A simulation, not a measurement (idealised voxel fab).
Title: Process Module voxel self aligned contacts
In the cross-section labelled cut, the width is 170 nm and each square cell is 5 nm.
Cross-sections here: square-cell grids, written as top-down lists of bands, a band being one or more rows of cells.
Top height, bottom height, nm. Materials left to right, width each, nm. Single material + "edge to edge" = fills band edge to edge. "air" = empty.
It should be noted that heights are counted from 0, beneath which the wafer as supplied is of one material throughout, and that the lowest band possesses no lower boundary but continues downward, as written in "0..down".
Per-row width for "30 to 40": begins at first number (top row of band), ends at second number (bottom row), increment between rows held constant.
A step reported as "identical to before" is a step in which no cell of the cross-section changed.
"Listed closed voids" - sealed voids, min. 8 cells, no opening to top; format: width x height at distance (distance from left edge; nm throughout).
What comes after the settings on a step's line is commentary from the simulator itself on that step.
Regarding "overlay nm": on a step with a mask, it is the distance the mask lay to the right of its planned place; a negative value places it to the left.

-- Steps planned for the process
1,RECEIVE, material Si
2,CONFORMAL_DEP, material SiO2, thk nm 5
3,DIRECTIONAL_DEP, material polySi, thk nm 30
4,DIRECTIONAL_DEP, material SiN, thk nm 15
5,MASKED_ETCH, tone cover, mask id GATE, width nm 25, pitch nm 50, etch materials SiN, depth nm 15, overlay nm 0
6,MASKED_ETCH, tone cover, mask id GATE, width nm 25, pitch nm 50, etch materials polySi, depth nm 30, overlay nm 0
7,CONFORMAL_DEP, material SiN, thk nm 5
8,DIRECTIONAL_ETCH, etch materials SiN, depth nm 5
9,FILL_DEP, material SiO2, thk nm 15
10,CMP, height nm 60
11,DIRECTIONAL_DEP, material aC, thk nm 10
12,PATTERN, tone open, mask id CONTACT, material resist, width nm 35, pitch nm 50, thk nm 30, overlay nm 0
13,DIRECTIONAL_ETCH, etch materials aC, depth nm 10
14,STRIP, etch materials resist
15,DIRECTIONAL_ETCH, etch materials SiO2, depth nm 60
16,STRIP, etch materials aC
17,CONFORMAL_DEP, material TiN, thk nm 5
18,FILL_DEP, material Ru, thk nm 5
19,CMP, height nm 60
20,CONFORMAL_DEP, material SiCN, thk nm 5

-- Cross-section of the wafer upon arrival, representing the state reached after step 1
- 0..down: Si edge to edge
- Listed closed voids: none

-- Here's the wafer cut in cross-section after the module, started and planned just like above, except one thing was done wrong in the run
- 65..60: SiCN edge to edge
- 60..50: 40 of SiO2, 5 to 15 of TiN, 25 to 5 of Ru, 5 to 15 of TiN, 15 of SiO2, 5 to 15 of TiN, 25 to 5 of Ru, 5 to 15 of TiN, 45 of SiO2
- 50..35: 15 of SiO2, 35 of SiN, 5 of TiN, 5 of Ru, 5 of TiN, 35 of SiN, 5 of TiN, 5 of Ru, 5 of TiN, 35 of SiN, 20 of SiO2
- 35..15: 15 of SiO2, 5 of SiN, 25 of polySi, 5 of SiN, 5 of TiN, 5 of Ru, 5 of TiN, 5 of SiN, 25 of polySi, 5 of SiN, 5 of TiN, 5 of Ru, 5 of TiN, 5 of SiN, 25 of polySi, 5 of SiN, 20 of SiO2
- 15..10: 15 of SiO2, 5 of SiN, 25 of polySi, 5 of SiN, 15 of TiN, 5 of SiN, 25 of polySi, 5 of SiN, 15 of TiN, 5 of SiN, 25 of polySi, 5 of SiN, 20 of SiO2
- 10..5: 20 of SiN, 25 of polySi, 25 of SiN, 25 of polySi, 25 of SiN, 25 of polySi, 25 of SiN
- 5..0: SiO2 edge to edge
- 0..down: Si edge to edge
- Listed closed voids: none
Processing error: the executed order of steps 7 and 8 is the reverse of that specified in the plan, each step having taken the other's position
